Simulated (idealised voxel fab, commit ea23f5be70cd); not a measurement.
Process module in this document: voxel fin reveal
cross-section cut | 280 nm wide | cells 5 nm
Throughout this document, each cross-section is represented as a grid of square cells and is presented as a sequence of bands enumerated from the top downward, where a band comprises one or more rows of cells. The entry gives the band's vertical extent as a top height and a bottom height in nm, then its horizontal make-up as materials from left to right, each with a width in nm. "air" stands for empty space; a single material marked "edge to edge" fills the band edge to edge. Heights from 0 (as-received wafer is one material below). Bottom band endless downward, as "0..down". It should be noted that a width expressed as "30..40" varies in equal increments from row to row of cells within the band, taking the value of the first number at the top row and that of the second number at the bottom row. Basically "no change occurred" means that step didn't change any cell in the cross-section. "Fully sealed cavities" contains a list of empty spaces, each no smaller than 8 cells and without an open way to the top, written in the form width x height at distance with the distance from the left edge and all three in nm. Text after the settings on a step's line: the simulator's own remark on that step. When a step includes a mask, the "overlay nm" setting on its line states how far to the right of its planned place that mask lay, and negative values state how far to the left.

# The steps planned for the process are as follows
1,RECEIVE with material Si
2,CONFORMAL_DEP with material SiN, thk nm 10
3,MASKED_ETCH with tone cover, mask id FINS, width nm 15, pitch nm 40, etch materials SiN, depth nm 10, overlay nm 0
4,MASKED_ETCH with tone cover, mask id FINS, width nm 15, pitch nm 40, etch materials Si, depth nm 40, overlay nm 0
5,FILL_DEP with material SiO2, thk nm 5
6,CMP with height nm 10
7,SELECTIVE_ETCH with etch materials SiO2, depth nm 40
8,STRIP with etch materials SiN

# First out of two wafers; run went to plan

# Cross-section of the wafer at receipt, which is the condition after step 1
- 0..down  Si edge to edge
- Fully sealed cavities: none

# Step 2 complete: cross-section through the wafer
- 10..0  SiN edge to edge
- Below 0 it's all the same as before, nothing changed down there.

# Step 3 complete: cross-section through the wafer
- 10..0  air: 70; SiN: 15; air: 25; SiN: 15; air: 25; SiN: 15; air: 25; SiN: 15; air: 75
- Below 0 it's all the same as before, nothing changed down there.

# Step 4 complete: cross-section through the wafer
- 10..0  air: 70; SiN: 15; air: 25; SiN: 15; air: 25; SiN: 15; air: 25; SiN: 15; air: 75
- 0..-40  air: 70; Si: 15; air: 25; Si: 15; air: 25; Si: 15; air: 25; Si: 15; air: 75
- Below -40 it's all the same as before, nothing changed down there.

# Step 5 complete: cross-section through the wafer
- 15..10  SiO2 edge to edge
- 10..0  SiO2: 70; SiN: 15; SiO2: 25; SiN: 15; SiO2: 25; SiN: 15; SiO2: 25; SiN: 15; SiO2: 75
- 0..-40  SiO2: 70; Si: 15; SiO2: 25; Si: 15; SiO2: 25; Si: 15; SiO2: 25; Si: 15; SiO2: 75
- Below -40 it's all the same as before, nothing changed down there.

# Step 6 complete: cross-section through the wafer
- 10..0  SiO2: 70; SiN: 15; SiO2: 25; SiN: 15; SiO2: 25; SiN: 15; SiO2: 25; SiN: 15; SiO2: 75
- Below 0 it's all the same as before, nothing changed down there.

# Step 7 complete: cross-section through the wafer
- 10..0  air: 70; SiN: 15; air: 25; SiN: 15; air: 25; SiN: 15; air: 25; SiN: 15; air: 75
- 0..-30  air: 70; Si: 15; air: 25; Si: 15; air: 25; Si: 15; air: 25; Si: 15; air: 75
- Below -30 it's all the same as before, nothing changed down there.

# Step 8 complete: cross-section through the wafer
- 0..-30  air: 70; Si: 15; air: 25; Si: 15; air: 25; Si: 15; air: 25; Si: 15; air: 75
- Below -30 it's all the same as before, nothing changed down there.

# Second wafer - shared start and plan with the first - one error in running - same as the first up to step 7 inclusive

when step 8 should have ended: no change occurred
It is concluded that the wafer was processed incorrectly with respect to the plan, in that execution of step 8 of the plan did not take place, the step having been omitted
Looking at both finished wafers in cells, the second ends up ahead of or behind the first on some materials: SiN: 24 more
